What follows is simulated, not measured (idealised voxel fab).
Herein follows the process module entitled voxel wiring stack.
In the cross-section labelled cut, the width is 240 nm and each square cell is 5 nm.
Cross-section = grid of square cells, listed top down in bands; band = one or more rows. What a band's entry tells you: where the top is and where the bottom is, as heights in nm, and after that what lies inside, material by material from left to right, each with its width in nm. Empty space is written as the word "empty", and a single material marked with the word "full width" occupies the band from edge to edge. Where do heights start? At 0: under that level the wafer as delivered is made of one material only. And the lowest band has no floor; it just carries on downward, as in "0 nm and below". Per-row width for "30 to 40": begins at first number (top row of band), ends at second number (bottom row), increment between rows held constant. "stayed the same" (step): cross-section cells unchanged, all of them. This entry, "Sealed internal voids", enumerates those empty regions of no fewer than 8 cells that possess no open connection to the top. Each region is reported in the form width x height at distance, the distance being taken from the left edge, with all three quantities expressed in nm. Where a step's line continues beyond its settings, the continuation is a remark by the simulator itself on that step. The line of a step may include "overlay nm". On a step with a mask, this value is how far to the right of its planned place the mask lay. A negative value means the mask lay to the left.

**The planned process steps are enumerated hereunder**
1,RECEIVE [material Si]
2,CONFORMAL_DEP [material SiO2] [thk nm 15]
3,CONFORMAL_DEP [material SiN] [thk nm 5]
4,DIRECTIONAL_DEP [material SiO2] [thk nm 20]
5,MASKED_ETCH [tone open] [mask id METAL_1] [width nm 30] [pitch nm 50] [etch materials SiO2] [depth nm 20] [overlay nm 0]
6,MASKED_ETCH [tone open] [mask id METAL_1] [width nm 30] [pitch nm 50] [etch materials SiN] [depth nm 5] [overlay nm 0]
7,CONFORMAL_DEP [material TiN] [thk nm 5]
8,FILL_DEP [material Cu] [thk nm 5]
9,CMP [height nm 40]
10,CONFORMAL_DEP [material SiCN] [thk nm 5]
11,DIRECTIONAL_DEP [material SiO2] [thk nm 15]
12,PATTERN [tone open] [mask id PLUG_1] [material resist] [width nm 15] [pitch nm 50] [thk nm 15] [overlay nm 0]
13,DIRECTIONAL_ETCH [etch materials SiO2] [depth nm 15]
14,DIRECTIONAL_ETCH [etch materials SiCN] [depth nm 5]
15,STRIP [etch materials resist]
16,CONFORMAL_DEP [material TiN] [thk nm 5]
17,FILL_DEP [material Ru] [thk nm 5]
18,CMP [height nm 60]
19,DIRECTIONAL_DEP [material TiN] [thk nm 5]
20,DIRECTIONAL_DEP [material Ru] [thk nm 20]
21,DIRECTIONAL_DEP [material aC] [thk nm 10]
22,PATTERN [tone cover] [mask id METAL_2] [material resist] [width nm 30] [pitch nm 50] [thk nm 25] [overlay nm 0]
23,DIRECTIONAL_ETCH [etch materials aC] [depth nm 10]
24,STRIP [etch materials resist]
25,DIRECTIONAL_ETCH [etch materials Ru] [depth nm 20]
26,DIRECTIONAL_ETCH [etch materials TiN] [depth nm 5]
27,STRIP [etch materials aC]
28,CONFORMAL_DEP [material SiCN] [thk nm 5]
29,FILL_DEP [material lowk] [thk nm 5]
30,CMP [height nm 85]
31,CONFORMAL_DEP [material SiCN] [thk nm 5]
32,DIRECTIONAL_DEP [material SiO2] [thk nm 30]
33,PATTERN [tone open] [mask id METAL_3_HOLES] [material resist] [width nm 15] [pitch nm 100] [thk nm 15] [overlay nm 0]
34,DIRECTIONAL_ETCH [etch materials SiO2] [depth nm 30]
35,STRIP [etch materials resist]
36,PATTERN [tone open] [mask id METAL_3] [material resist] [width nm 30] [pitch nm 50] [thk nm 20] [overlay nm 0]
37,DIRECTIONAL_ETCH [etch materials SiO2] [depth nm 20]
38,DIRECTIONAL_ETCH [etch materials SiCN] [depth nm 5]
39,STRIP [etch materials resist]
40,CONFORMAL_DEP [material TiN] [thk nm 5]
41,FILL_DEP [material Cu] [thk nm 10]
42,CMP [height nm 120]
43,CONFORMAL_DEP [material SiCN] [thk nm 5]

**Received-state cross-section, reflecting completion of step 1**
    0 nm and below: Si full width
    Sealed internal voids: none

**Look at the cross-section after the module: the wafer started out the way shown above and the plan was the one shown above, yet one mistake was made along the way**
    125 nm to 120 nm: SiCN full width
    120 nm to 105 nm: 20 nm SiO2 / 5 nm TiN / 20 nm Cu / 5 nm TiN / 20 nm SiO2 / 5 nm TiN / 20 nm Cu / 5 nm TiN / 20 nm SiO2 / 5 nm TiN / 20 nm Cu / 5 nm TiN / 20 nm SiO2 / 5 nm TiN / 20 nm Cu / 5 nm TiN / 40 nm SiO2
    105 nm to 100 nm: 20 nm SiO2 / 15 nm TiN / 5 nm Cu / 10 nm TiN / 20 nm SiO2 / 30 nm TiN / 20 nm SiO2 / 15 nm TiN / 5 nm Cu / 10 nm TiN / 20 nm SiO2 / 30 nm TiN / 40 nm SiO2
    100 nm to 90 nm: 30 nm SiO2 / 5 nm TiN / 5 nm Cu / 5 nm TiN / 85 nm SiO2 / 5 nm TiN / 5 nm Cu / 5 nm TiN / 95 nm SiO2
    90 nm to 85 nm: 30 nm SiCN / 15 nm TiN / 85 nm SiCN / 15 nm TiN / 95 nm SiCN
    85 nm to 65 nm: 25 nm lowk / 5 nm SiCN / 30 nm Ru / 5 nm SiCN / 10 nm lowk / 5 nm SiCN / 30 nm Ru / 5 nm SiCN / 10 nm lowk / 5 nm SiCN / 30 nm Ru / 5 nm SiCN / 10 nm lowk / 5 nm SiCN / 30 nm Ru / 5 nm SiCN / 25 nm lowk
    65 nm to 60 nm: 30 nm SiCN / 30 nm TiN / 20 nm SiCN / 30 nm TiN / 20 nm SiCN / 30 nm TiN / 20 nm SiCN / 30 nm TiN / 30 nm SiCN
    60 nm to 45 nm: 30 nm SiO2 / 5 nm TiN / 5 nm Ru / 5 nm TiN / 35 nm SiO2 / 5 nm TiN / 5 nm Ru / 5 nm TiN / 35 nm SiO2 / 5 nm TiN / 5 nm Ru / 5 nm TiN / 35 nm SiO2 / 5 nm TiN / 5 nm Ru / 5 nm TiN / 45 nm SiO2
    45 nm to 40 nm: 30 nm SiCN / 15 nm TiN / 35 nm SiCN / 15 nm TiN / 35 nm SiCN / 15 nm TiN / 35 nm SiCN / 15 nm TiN / 45 nm SiCN
    40 nm to 20 nm: 30 nm SiO2 / 5 nm TiN / 20 nm Cu / 5 nm TiN / 20 nm SiO2 / 5 nm TiN / 20 nm Cu / 5 nm TiN / 20 nm SiO2 / 5 nm TiN / 20 nm Cu / 5 nm TiN / 20 nm SiO2 / 5 nm TiN / 20 nm Cu / 5 nm TiN / 30 nm SiO2
    20 nm to 15 nm: 30 nm SiN / 30 nm TiN / 20 nm SiN / 30 nm TiN / 20 nm SiN / 30 nm TiN / 20 nm SiN / 30 nm TiN / 30 nm SiN
    15 nm to 0 nm: SiO2 full width
    0 nm and below: Si full width
    Sealed internal voids: none
What went wrong in running the wafer? note that step 36 departed from the planned setting and was carried out as PATTERN [tone open] [mask id METAL_3] [material resist] [width nm 30] [pitch nm 50] [thk nm 20] [overlay nm -10]
